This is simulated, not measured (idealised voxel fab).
The process module that follows is named voxel transistor to metal.
We display cut, a cross-section 170 nm in width whose square cells are each 5 nm.
Heads up, the way a cross-section reads in here is a grid of square cells, handed over as bands from the top down, with every band being one or more rows of cells.
First you get the band's top height and its bottom height, in nm, and then the materials it's made of, left to right, with each width in nm. If you see a single material with "throughout", that one covers the band edge to edge. "air" is empty space.
Beneath 0, the wafer as received is one material, and that level is where height counting begins. The lowest band goes on downward without a bottom; it is written like "0 -> down".
A width given as "30->40" starts at the first number in the band's top row and ends at the second number in its bottom row, shifting by an equal amount at every step from row to row.
No cell of the cross-section changed in a step that is given as "changes: none".
Entry "Closed internal cavities" = empty spaces >= 8 cells with no open way to the top; each as width x height at distance, distance from left edge, all nm.
Formally, on a step line, whatever follows the settings is a remark that the simulator itself makes on the step.
For masked steps, "overlay nm" on the step line gives how far right of plan the mask actually lay; a minus sign means it lay to the left.

# plan
1: RECEIVE: material Si
2: CONFORMAL_DEP: material SiO2, thk nm 5
3: CONFORMAL_DEP: material SiN, thk nm 10
4: PATTERN: tone cover, mask id ACTIVE, material resist, width nm 95, thk nm 15, overlay nm 0
5: DIRECTIONAL_ETCH: etch materials SiN, depth nm 10
6: DIRECTIONAL_ETCH: etch materials SiO2, depth nm 5
7: DIRECTIONAL_ETCH: etch materials Si, depth nm 35
8: STRIP: etch materials resist
9: FILL_DEP: material SiO2, thk nm 10
10: CMP: height nm 15
11: SELECTIVE_ETCH: etch materials SiO2, depth nm 5
12: STRIP: etch materials SiN
13: SELECTIVE_ETCH: etch materials SiO2, depth nm 5
14: OXIDIZE: depth nm 5
15: DIRECTIONAL_DEP: material polySi, thk nm 25
16: DIRECTIONAL_DEP: material SiCN, thk nm 10
17: PATTERN: tone cover, mask id GATE, material resist, width nm 25, thk nm 15, overlay nm 0
18: DIRECTIONAL_ETCH: etch materials SiCN, depth nm 20
19: DIRECTIONAL_ETCH: etch materials polySi, depth nm 35
20: STRIP: etch materials resist
21: CONFORMAL_DEP: material SiO2, thk nm 5
22: DIRECTIONAL_ETCH: etch materials SiO2, depth nm 5
23: CONFORMAL_DEP: material SiN, thk nm 10
24: DIRECTIONAL_ETCH: etch materials SiN, depth nm 10
25: DIRECTIONAL_ETCH: etch materials SiO2, depth nm 5
26: DIRECTIONAL_ETCH: etch materials Si, depth nm 10
27: EPI: material SiGe, thk nm 10
28: FILL_DEP: material SiO2, thk nm 5
29: CMP: height nm 35
30: DIRECTIONAL_DEP: material SiO2, thk nm 15
31: MASKED_ETCH: tone open, mask id CONTACT, width nm 25, pitch nm 60, etch materials SiO2, depth nm 45, overlay nm 0
32: CONFORMAL_DEP: material TiN, thk nm 5
33: FILL_DEP: material W, thk nm 5
34: CMP: height nm 50
35: DIRECTIONAL_DEP: material TiN, thk nm 5
36: DIRECTIONAL_DEP: material Ru, thk nm 25
37: PATTERN: tone cover, mask id METAL_1, material resist, width nm 15, pitch nm 70, thk nm 15, overlay nm 0
38: DIRECTIONAL_ETCH: etch materials Ru, depth nm 25
39: DIRECTIONAL_ETCH: etch materials TiN, depth nm 5
40: STRIP: etch materials resist
41: FILL_DEP: material SiO2, thk nm 5
42: CMP: height nm 80
43: CONFORMAL_DEP: material SiCN, thk nm 5
44: DIRECTIONAL_DEP: material SiO2, thk nm 25
45: PATTERN: tone open, mask id METAL_2, material resist, width nm 15, pitch nm 70, thk nm 20, overlay nm 0
46: DIRECTIONAL_ETCH: etch materials SiO2, depth nm 15
47: STRIP: etch materials resist
48: DIRECTIONAL_DEP: material aC, thk nm 10
49: PATTERN: tone open, mask id METAL_2_HOLES, material resist, width nm 15, pitch nm 70, thk nm 30, overlay nm 0
50: DIRECTIONAL_ETCH: etch materials aC, depth nm 10
51: STRIP: etch materials resist
52: DIRECTIONAL_ETCH: etch materials SiO2, depth nm 10
53: DIRECTIONAL_ETCH: etch materials SiCN, depth nm 5
54: STRIP: etch materials aC
55: CONFORMAL_DEP: material TiN, thk nm 5
56: FILL_DEP: material Ru, thk nm 10
57: CMP: height nm 110
58: CONFORMAL_DEP: material SiN, thk nm 5

# Cross-section: wafer on arrival = after step 1
    0 -> down: Si throughout
    Closed internal cavities: none

# Wafer cross-section at module end: first of two, run to plan
    115 -> 110: SiN throughout
    110 -> 85: 40 SiO2; 5 TiN; 5 Ru; 5 TiN; 55 SiO2; 5 TiN; 5 Ru; 5 TiN; 45 SiO2
    85 -> 80: 40 SiCN; 15 TiN; 55 SiCN; 15 TiN; 45 SiCN
    80 -> 55: 40 SiO2; 15 Ru; 55 SiO2; 15 Ru; 45 SiO2
    55 -> 50: 40 SiO2; 15 TiN; 55 SiO2; 15 TiN; 45 SiO2
    50 -> 40: 40 SiO2; 5 TiN; 15 W; 5 TiN; 35 SiO2; 5 TiN; 15 W; 5 TiN; 45 SiO2
    40 -> 35: 40 SiO2; 5 TiN; 5 W; 15 TiN; 35 SiO2; 15 TiN; 5 W; 5 TiN; 45 SiO2
    35 -> 25: 40 SiO2; 5 TiN; 5 W; 5 TiN; 10 SiN; 5 SiO2; 25 SiCN; 5 SiO2; 10 SiN; 5 TiN; 5 W; 5 TiN; 45 SiO2
    25 -> 10: 40 SiO2; 5 TiN; 5 W; 5 TiN; 10 SiN; 5 SiO2; 25 polySi; 5 SiO2; 10 SiN; 5 TiN; 5 W; 5 TiN; 45 SiO2
    10 -> 5: 40 SiO2; 15 TiN; 10 SiN; 5 SiO2; 25 polySi; 5 SiO2; 10 SiN; 15 TiN; 45 SiO2
    5 -> 0: 35 SiO2; 10 SiN; 10 SiGe; 10 SiN; 5 SiO2; 25 polySi; 5 SiO2; 10 SiN; 10 SiGe; 10 SiN; 40 SiO2
    0 -> -5: 45 SiO2; 10 SiGe; 55 SiO2; 10 SiGe; 50 SiO2
    -5 -> -15: 35 SiO2; 10 Si; 10 SiGe; 55 Si; 10 SiGe; 10 Si; 40 SiO2
    -15 -> -35: 35 SiO2; 95 Si; 40 SiO2
    -35 -> down: Si throughout
    Closed internal cavities: none

# End of module, second wafer, cross-section. Started like the first, planned like the first, run with one mistake
    115 -> 110: SiN throughout
    110 -> 85: 40 SiO2; 5 TiN; 5 Ru; 5 TiN; 55 SiO2; 5 TiN; 5 Ru; 5 TiN; 45 SiO2
    85 -> 80: 40 SiCN; 15 TiN; 55 SiCN; 15 TiN; 45 SiCN
    80 -> 55: 40 SiO2; 15 Ru; 55 SiO2; 15 Ru; 45 SiO2
    55 -> 50: 40 SiO2; 15 TiN; 55 SiO2; 15 TiN; 45 SiO2
    50 -> 40: 40 SiO2; 5 TiN; 15 W; 5 TiN; 35 SiO2; 5 TiN; 15 W; 5 TiN; 45 SiO2
    40 -> 35: 40 SiO2; 5 TiN; 10 W; 10 TiN; 35 SiO2; 10 TiN; 10 W; 5 TiN; 45 SiO2
    35 -> 25: 40 SiO2; 5 TiN; 10->5 W; 5->10 TiN; 10 SiN; 25 SiCN; 10 SiN; 5->10 TiN; 10->5 W; 5 TiN; 45 SiO2
    25 -> 10: 40 SiO2; 5 TiN; 5 W; 5 TiN; 10 SiN; 5 SiO2; 25 polySi; 5 SiO2; 10 SiN; 5 TiN; 5 W; 5 TiN; 45 SiO2
    10 -> 5: 40 SiO2; 15 TiN; 10 SiN; 5 SiO2; 25 polySi; 5 SiO2; 10 SiN; 15 TiN; 45 SiO2
    5 -> 0: 45 SiO2; 10 SiGe; 10 SiN; 5 SiO2; 25 polySi; 5 SiO2; 10 SiN; 10 SiGe; 50 SiO2
    0 -> -5: 45 SiO2; 10 SiGe; 10 SiN; 35 SiO2; 10 SiN; 10 SiGe; 50 SiO2
    -5 -> -15: 30->35 SiO2; 25->20 SiGe; 55 Si; 25->20 SiGe; 35->40 SiO2
    -15 -> -35: 35 SiO2; 95 Si; 40 SiO2
    -35 -> down: Si throughout
    Closed internal cavities: none
Deviation from plan: step 22 ran as: DIRECTIONAL_ETCH: etch materials SiO2, depth nm 15
at the end the second wafer has, in cells: Si: 8 fewer; SiGe: 10 more; SiO2: 6 fewer; W: 4 more
